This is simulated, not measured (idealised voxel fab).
You're looking at the process module voxel local oxidation.
We display cut, a cross-section 260 nm in width whose square cells are each 5 nm.
Each cross-section below is a grid of square cells, stated as bands in top-down order, with one or more rows of cells making up each band. A band entry consists of two parts. The first gives the height of the band's top and the height of its bottom, in nm. The rest lists the band's materials from left to right, each with its width in nm. A single material labelled with the word "full width" fills the band from edge to edge, and the word "blank" marks empty space. Convention: height 0 is the level below which the wafer, as received, is all one material. The lowest band does not terminate at the bottom but continues downward, represented as "top 0, no bottom". Think of "30..40" as a width that walks from the first number to the second as you go down the band, top row to bottom row, taking equal-sized steps from row to row. It should be understood that the words "remains unaltered", when stated for a given step, signify that the cross-section underwent no change in any of its cells during that step. Under "Enclosed void list" you'll find the enclosed gaps, the ones with no way out to the top, that are 8 cells or bigger; each reads width x height at distance, with distance counted from the left edge, everything in nm. Heads up: the bit after the settings on a step's line is the simulator's remark on that step. Regarding "overlay nm": on a step with a mask, it is the distance the mask lay to the right of its planned place; a negative value places it to the left.
**Steps in the process plan**
1) RECEIVE with material Si
2) CONFORMAL_DEP with material SiO2, thk nm 5
3) CONFORMAL_DEP with material SiN, thk nm 10
4) PATTERN with tone cover, mask id ACTIVE, material resist, width nm 105, pitch nm 125, thk nm 20, overlay nm 0
5) DIRECTIONAL_ETCH with etch materials SiN, depth nm 10
6) STRIP with etch materials resist
7) SELECTIVE_ETCH with etch materials SiO2, depth nm 5
8) OXIDIZE with depth nm 15
9) STRIP with etch materials SiN
**Received-state cross-section, reflecting completion of step 1**
> top 0, no bottom  Si full width
> Enclosed void list: none
**What the wafer looks like in cross-section after this module, when it starts as shown above and follows the plan above but one mistake is made in running it**
> top 15, bottom 5  blank 15 nm | SiN 105 nm | blank 20 nm | SiN 105 nm | blank 15 nm
> top 5, bottom 0  blank 20 nm | SiO2 95 nm | blank 30 nm | SiO2 95 nm | blank 20 nm
> top 0, bottom -15  SiO2 35 nm | Si 65 nm | SiO2 60 nm | Si 65 nm | SiO2 35 nm
> top -15, no bottom  Si full width
> Enclosed void list: none
what went wrong: step 9 was dropped from the plan's execution and never run
